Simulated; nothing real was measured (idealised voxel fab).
process module | voxel quadruple lines
cross-section cut | 230 nm wide | cells 5 nm
A cross-section is a grid of square cells, given in bands from the top down. A band is one or more rows of cells.
Each band's line starts with the height of the band's top and of its bottom, in nm. Then come its materials from left to right, each with its width in nm. One material with "throughout" fills the band from edge to edge. "air" is empty space.
Height 0 is the level under which the wafer as received is all one material. The lowest band goes on downwards, as in "0 down".
A width such as "30 to 40" changes by the same amount from each row of cells to the next, from the band's top row to its bottom row.
"no change" after a step means that no cell of the cross-section changed.
closed voids: empty space of 8 cells or more with no open way to the top, each as width x height at its distance from the left edge, in nm
after a step's settings: what the simulator itself notes on the step
overlay nm, on a step with a mask: how far to the right of its planned place the mask lay; to the left if negative
plan
1 op RECEIVE | material Si
2 op CONFORMAL_DEP | material Al2O3 | thk nm 5
3 op DIRECTIONAL_DEP | material W | thk nm 10
4 op DIRECTIONAL_DEP | material polySi | thk nm 15
5 op DIRECTIONAL_DEP | material aC | thk nm 25
6 op PATTERN | tone cover | mask id MANDREL | material resist | width nm 25 | pitch nm 80 | thk nm 35 | overlay nm -15
7 op DIRECTIONAL_ETCH | etch materials aC | depth nm 25
8 op STRIP | etch materials resist
9 op CONFORMAL_DEP | material SiO2 | thk nm 15
10 op DIRECTIONAL_ETCH | etch materials SiO2 | depth nm 15
11 op STRIP | etch materials aC
12 op DIRECTIONAL_ETCH | etch materials polySi | depth nm 15
13 op STRIP | etch materials SiO2
14 op CONFORMAL_DEP | material SiN | thk nm 5
15 op DIRECTIONAL_ETCH | etch materials SiN | depth nm 5
16 op STRIP | etch materials polySi
17 op DIRECTIONAL_ETCH | etch materials W | depth nm 10
18 op STRIP | etch materials SiN
19 op FILL_DEP | material lowk | thk nm 5
20 op CMP | height nm 15
varied across the wafers: overlay nm of step 6. The plan shows the first wafer's value. All wafers start alike
first wafer as received, after step 1
  0 down: Si throughout
  closed voids: none
each wafer at the end: cells of each material gained (+) or lost (-) since it was received, then its closed voids
overlay nm -15 | +46 Al2O3 | +16 W | +76 lowk | closed voids: none
overlay nm -10 | +46 Al2O3 | +16 W | +76 lowk | closed voids: none
overlay nm -5 | +46 Al2O3 | +16 W | +76 lowk | closed voids: none
overlay nm 0 | +46 Al2O3 | +16 W | +76 lowk | closed voids: none
overlay nm 5 | +46 Al2O3 | +16 W | +76 lowk | closed voids: none
overlay nm 10 | +46 Al2O3 | +16 W | +76 lowk | closed voids: none
overlay nm 15 | +46 Al2O3 | +16 W | +76 lowk | closed voids: none
